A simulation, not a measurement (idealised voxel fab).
process module | voxel released beams
cross-section cut | 205 nm wide | cells 5 nm
A cross-section is a grid of square cells, given in bands from the top down. A band is one or more rows of cells.
Each band's line starts with the height of the band's top and of its bottom, in nm. Then come its materials from left to right, each with its width in nm. One material with "throughout" fills the band from edge to edge. "air" is empty space.
Height 0 is the level under which the wafer as received is all one material. The lowest band goes on downwards, as in "0 down".
A width such as "30 to 40" changes by the same amount from each row of cells to the next, from the band's top row to its bottom row.
"no change" after a step means that no cell of the cross-section changed.
closed voids: empty space of 8 cells or more with no open way to the top, each as width x height at its distance from the left edge, in nm
after a step's settings: what the simulator itself notes on the step
overlay nm, on a step with a mask: how far to the right of its planned place the mask lay; to the left if negative
plan
1 op RECEIVE | material Si
2 op CONFORMAL_DEP | material SiN | thk nm 10
3 op DIRECTIONAL_DEP | material SiO2 | thk nm 15
4 op MASKED_ETCH | tone open | mask id ANCHOR | width nm 45 | etch materials SiO2 | depth nm 15 | overlay nm -15
5 op CONFORMAL_DEP | material TiN | thk nm 15
6 op MASKED_ETCH | tone cover | mask id BEAM | width nm 95 | etch materials TiN | depth nm 15 | overlay nm 0
7 op STRIP | etch materials SiO2
varied across the wafers: overlay nm of step 4. The plan shows the first wafer's value. All wafers start alike
first wafer as received, after step 1
  0 down: Si throughout
  closed voids: none
each wafer at the end: cells of each material gained (+) or lost (-) since it was received, then its closed voids
overlay nm -15 | +82 SiN | +75 TiN | closed voids: none
overlay nm -10 | +82 SiN | +75 TiN | closed voids: none
overlay nm -5 | +82 SiN | +75 TiN | closed voids: none
overlay nm 0 | +82 SiN | +75 TiN | closed voids: none
overlay nm 5 | +82 SiN | +75 TiN | closed voids: none
overlay nm 10 | +82 SiN | +75 TiN | closed voids: none
overlay nm 15 | +82 SiN | +75 TiN | closed voids: none
